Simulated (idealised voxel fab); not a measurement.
Module name: voxel gate over fins (process module)
Shown is cross-section cut, with a width of 255 nm and square cells of size 5 nm.
The cross-sections in this document take the form of a grid made of square cells. They are written out as bands, in order from top to bottom. Each band consists of one or more rows of cells.
Heights first: top, then bottom, in nm. Then materials, left to right, each with a width in nm. "full width" on a single material: fills the band edge to edge. "air": empty space.
All heights in this document are referenced to 0, defined as the level beneath which the wafer, as received, consists entirely of one material. The lowest band is not bounded below; it extends indefinitely downward and is written in the form "0..down".
A width such as "30->40" changes by the same amount from each row of cells to the next, from the band's top row to its bottom row.
The designation "no modifications", where it is given for a processing step, indicates that no cell of the cross-section was altered in the course of that step.
So "Closed void listing" is basically the list of trapped voids: any empty space of 8 cells or more that can't reach the top through an opening. They're written width x height at distance, the distance being from the left edge, and it's all nm.
Note: text after step settings on the step line = simulator remark on that step.
overlay nm: right-of-plan distance of the mask on a masked step; negative values mean left-of-plan.
Below is the list of planned process steps
1. RECEIVE [material Si]
2. CONFORMAL_DEP [material SiN] [thk nm 5]
3. PATTERN [tone cover] [mask id FINS] [material resist] [width nm 15] [pitch nm 35] [thk nm 20] [overlay nm 0]
4. DIRECTIONAL_ETCH [etch materials SiN] [depth nm 5]
5. DIRECTIONAL_ETCH [etch materials Si] [depth nm 40]
6. STRIP [etch materials resist]
7. OXIDIZE [depth nm 5]
8. FILL_DEP [material SiO2] [thk nm 10]
9. CMP [height nm 5]
10. SELECTIVE_ETCH [etch materials SiO2] [depth nm 15]
11. STRIP [etch materials SiN]
12. CONFORMAL_DEP [material HfO2] [thk nm 5]
13. CONFORMAL_DEP [material TiN] [thk nm 5]
14. CONFORMAL_DEP [material TiAl] [thk nm 5]
15. CONFORMAL_DEP [material TiN] [thk nm 5]
16. FILL_DEP [material W] [thk nm 15]
17. CMP [height nm 30]
18. CONFORMAL_DEP [material SiCN] [thk nm 10]
Shown in cross-section is the wafer as received, that is, as it stands after step 1
0..down | Si full width
Closed void listing: none
First wafer of two, sectioned at end of module; run went per plan
40..30 | SiCN full width
30..20 | W full width
20..15 | 50 W; 150 TiN; 55 W
15..10 | 50 W; 5 TiN; 140 TiAl; 5 TiN; 55 W
10..5 | 55 TiN; 5 TiAl; 25 TiN; 10 TiAl; 25 TiN; 10 TiAl; 25 TiN; 10 TiAl; 25 TiN; 5 TiAl; 60 TiN
5..0 | 60 TiAl; 5 TiN; 15 HfO2; 5 TiN; 10 TiAl; 5 TiN; 15 HfO2; 5 TiN; 10 TiAl; 5 TiN; 15 HfO2; 5 TiN; 10 TiAl; 5 TiN; 15 HfO2; 5 TiN; 65 TiAl
0..-5 | 65 TiN; 5 HfO2; 5 Si; 5 HfO2; 20 TiN; 5 HfO2; 5 Si; 5 HfO2; 20 TiN; 5 HfO2; 5 Si; 5 HfO2; 20 TiN; 5 HfO2; 5 Si; 5 HfO2; 70 TiN
-5..-10 | 70 HfO2; 5 Si; 30 HfO2; 5 Si; 30 HfO2; 5 Si; 30 HfO2; 5 Si; 75 HfO2
-10..-45 | 70 SiO2; 5 Si; 30 SiO2; 5 Si; 30 SiO2; 5 Si; 30 SiO2; 5 Si; 75 SiO2
-45..down | Si full width
Closed void listing: none
Cross-section at end of module for the second wafer of two, which matched the first in starting point and plan and differed by one mistake in its processing
40..30 | SiCN full width
30..20 | W full width
20..15 | 50 W; 155 TiN; 50 W
15..10 | 50 W; 5 TiN; 145 TiAl; 5 TiN; 50 W
10..5 | 55 TiN; 5 TiAl; 30 TiN; 5 TiAl; 30 TiN; 5 TiAl; 30 TiN; 5 TiAl; 30 TiN; 5 TiAl; 55 TiN
5..0 | 60 TiAl; 5 TiN; 20 HfO2; 5 TiN; 5 TiAl; 5 TiN; 20 HfO2; 5 TiN; 5 TiAl; 5 TiN; 20 HfO2; 5 TiN; 5 TiAl; 5 TiN; 20 HfO2; 5 TiN; 60 TiAl
0..-5 | 65 TiN; 5 HfO2; 10 Si; 5 HfO2; 15 TiN; 5 HfO2; 10 Si; 5 HfO2; 15 TiN; 5 HfO2; 10 Si; 5 HfO2; 15 TiN; 5 HfO2; 10 Si; 5 HfO2; 65 TiN
-5..-10 | 70 HfO2; 10 Si; 25 HfO2; 10 Si; 25 HfO2; 10 Si; 25 HfO2; 10 Si; 70 HfO2
-10..-45 | 70 SiO2; 10 Si; 25 SiO2; 10 Si; 25 SiO2; 10 Si; 25 SiO2; 10 Si; 70 SiO2
-45..down | Si full width
Closed void listing: none
Plan not followed: so step 3 ended up running with a different setting than we planned, it ran as PATTERN [tone cover] [mask id FINS] [material resist] [width nm 20] [pitch nm 35] [thk nm 20] [overlay nm 0]
Counted in cells at the end, the second wafer holds more or fewer of these materials than the first: +36 Si | -28 SiO2 | -6 TiAl | -2 W
